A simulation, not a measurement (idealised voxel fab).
This section sets out a process module, namely voxel self aligned contacts.
Cross-sectional view cut (width: 185 nm; square cell size: 5 nm).
The cross-sections in this document take the form of a grid made of square cells. They are written out as bands, in order from top to bottom. Each band consists of one or more rows of cells. For a band, the entry starts with two heights in nm, that of the top and then that of the bottom, and carries on with the band's materials in order from left to right, each alongside its width in nm; the word "all across" beside a single material means it fills the band edge to edge, and "blank" means empty space. Heights are reckoned from 0. Under this level, the received wafer is all of one material. The bottommost band is open-ended downward, for example "0 down". Read "30->40" as a graded width: first number on top, second number at the bottom, same change between each pair of neighbouring rows. "stayed the same" (step): cross-section cells unchanged, all of them. Closed empty spaces (no open way to the top) of 8 cells or more are what "Closed voids list" lists, each as width x height at distance from the left edge, nm for all three. Anything after a step's settings on that line? It's the simulator's own note about the step. overlay nm, on a step with a mask: how far to the right of its planned place the mask lay; to the left if negative.

PROCESS STEPS (PLANNED)
- 1: RECEIVE | material Si
- 2: CONFORMAL_DEP | material SiO2 | thk nm 5
- 3: DIRECTIONAL_DEP | material polySi | thk nm 30
- 4: DIRECTIONAL_DEP | material SiN | thk nm 20
- 5: MASKED_ETCH | tone cover | mask id GATE | width nm 25 | pitch nm 60 | etch materials SiN | depth nm 20 | overlay nm 0
- 6: MASKED_ETCH | tone cover | mask id GATE | width nm 25 | pitch nm 60 | etch materials polySi | depth nm 30 | overlay nm 0
- 7: CONFORMAL_DEP | material SiN | thk nm 10
- 8: DIRECTIONAL_ETCH | etch materials SiN | depth nm 10
- 9: FILL_DEP | material SiO2 | thk nm 10
- 10: CMP | height nm 60
- 11: DIRECTIONAL_DEP | material aC | thk nm 10
- 12: PATTERN | tone open | mask id CONTACT | material resist | width nm 45 | thk nm 25 | overlay nm 0
- 13: DIRECTIONAL_ETCH | etch materials aC | depth nm 10
- 14: STRIP | etch materials resist
- 15: DIRECTIONAL_ETCH | etch materials SiO2 | depth nm 60
- 16: STRIP | etch materials aC
- 17: CONFORMAL_DEP | material TiN | thk nm 5
- 18: FILL_DEP | material Ru | thk nm 10
- 19: CMP | height nm 60
- 20: CONFORMAL_DEP | material SiCN | thk nm 5

CROSS-SECTION OF THE WAFER AT RECEIPT, WHICH IS THE CONDITION AFTER STEP 1
* 0 down = Si all across
* Closed voids list: none

CROSS-SECTION AT MODULE END, ONE RUN ERROR; START AND PLAN UNCHANGED FROM ABOVE
* 65 to 60 = SiCN all across
* 60 to 55 = SiO2 40 | SiN 45 | TiN 15 | SiN 45 | SiO2 40
* 55 to 35 = SiN all across
* 35 to 5 = polySi all across
* 5 to 0 = SiO2 all across
* 0 down = Si all across
* Closed voids list: none
Diagnosis: step 4 of the plan saw execution twice
